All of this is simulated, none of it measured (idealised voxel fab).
Module name: voxel plated lines (process module)
The cross-section on display is named cut; it measures 265 nm wide, and its cells are 5 nm squares.
Throughout this document, each cross-section is represented as a grid of square cells and is presented as a sequence of bands enumerated from the top downward, where a band comprises one or more rows of cells. Band entry format. Leading values: height of top, height of bottom, nm. Remainder: materials in left-to-right order, each with its width in nm. Special words: "throughout" on a single material, which then fills the band edge to edge; "air", empty space. Basically, 0 is our baseline, since under it the wafer straight out of the box is all one material. The bottom band has no lower end and keeps on going down, so it looks like "from 0 down". When a width is written as two numbers, as in "30..40", the first number is the width in the top row of cells of the band and the second is the width in its bottom row, and the width changes by the same amount from each row to the next. Take "nothing got changed" at face value: in the step it is given for, the cross-section changed in none of its cells. Entry "Fully sealed cavities". Content: empty spaces with no open connection to the top, size 8 cells or greater. Each: width x height at distance. Distance: from left edge. Unit: nm. Whatever follows a step's settings on its line is a remark the simulator itself makes about that step. overlay nm: where the mask lay relative to plan, measured to the right, on steps with a mask; negatives go left.

# Planned process steps
1 RECEIVE, material Si
2 CONFORMAL_DEP, material Al2O3, thk nm 10
3 DIRECTIONAL_DEP, material TiN, thk nm 5
4 PATTERN, tone open, mask id LINES, material resist, width nm 15, pitch nm 35, thk nm 20, overlay nm 0
5 EPI, material Ru, thk nm 5
6 STRIP, etch materials resist
7 DIRECTIONAL_ETCH, etch materials TiN, depth nm 5
8 CONFORMAL_DEP, material SiN, thk nm 10

# First of two wafers, processed according to plan

# Wafer at receipt (post step 1), cross-section
> from 0 down = Si throughout
> Fully sealed cavities: none

# After step 2, in cross-section
> from 10 to 0 = Al2O3 throughout
> Nothing below the height 0 has changed.

# After step 3, in cross-section
> from 15 to 10 = TiN throughout
> Nothing below the height 10 has changed.

# After step 4, in cross-section
> from 35 to 15 = resist 90 nm; air 15 nm; resist 20 nm; air 15 nm; resist 20 nm; air 15 nm; resist 90 nm
> Nothing below the height 15 has changed.

# After step 5, in cross-section
> from 35 to 20 = resist 90 nm; air 15 nm; resist 20 nm; air 15 nm; resist 20 nm; air 15 nm; resist 90 nm
> from 20 to 15 = resist 90 nm; Ru 15 nm; resist 20 nm; Ru 15 nm; resist 20 nm; Ru 15 nm; resist 90 nm
> Nothing below the height 15 has changed.

# After step 6, in cross-section
> from 20 to 15 = air 90 nm; Ru 15 nm; air 20 nm; Ru 15 nm; air 20 nm; Ru 15 nm; air 90 nm
> Nothing below the height 15 has changed.

# After step 7, in cross-section
> from 20 to 15 = air 90 nm; Ru 15 nm; air 20 nm; Ru 15 nm; air 20 nm; Ru 15 nm; air 90 nm
> from 15 to 10 = air 90 nm; TiN 15 nm; air 20 nm; TiN 15 nm; air 20 nm; TiN 15 nm; air 90 nm
> Nothing below the height 10 has changed.

# After step 8, in cross-section
> from 30 to 20 = air 80 nm; SiN 105 nm; air 80 nm
> from 20 to 15 = SiN 90 nm; Ru 15 nm; SiN 20 nm; Ru 15 nm; SiN 20 nm; Ru 15 nm; SiN 90 nm
> from 15 to 10 = SiN 90 nm; TiN 15 nm; SiN 20 nm; TiN 15 nm; SiN 20 nm; TiN 15 nm; SiN 90 nm
> Nothing below the height 10 has changed.

# Regarding the second of the two wafers: it shared the first wafer's starting condition and process plan, yet one error occurred during its execution. Its history coincides with that of the first wafer up to and including step 7

Planned end of step 8: second wafer, cross-section: nothing got changed
It is concluded that the wafer was processed incorrectly with respect to the plan, in that plan step 8 never ran because it was skipped
Per the end-of-run cell counts, the second wafer holds more or fewer of some materials than the first: 130 fewer of SiN
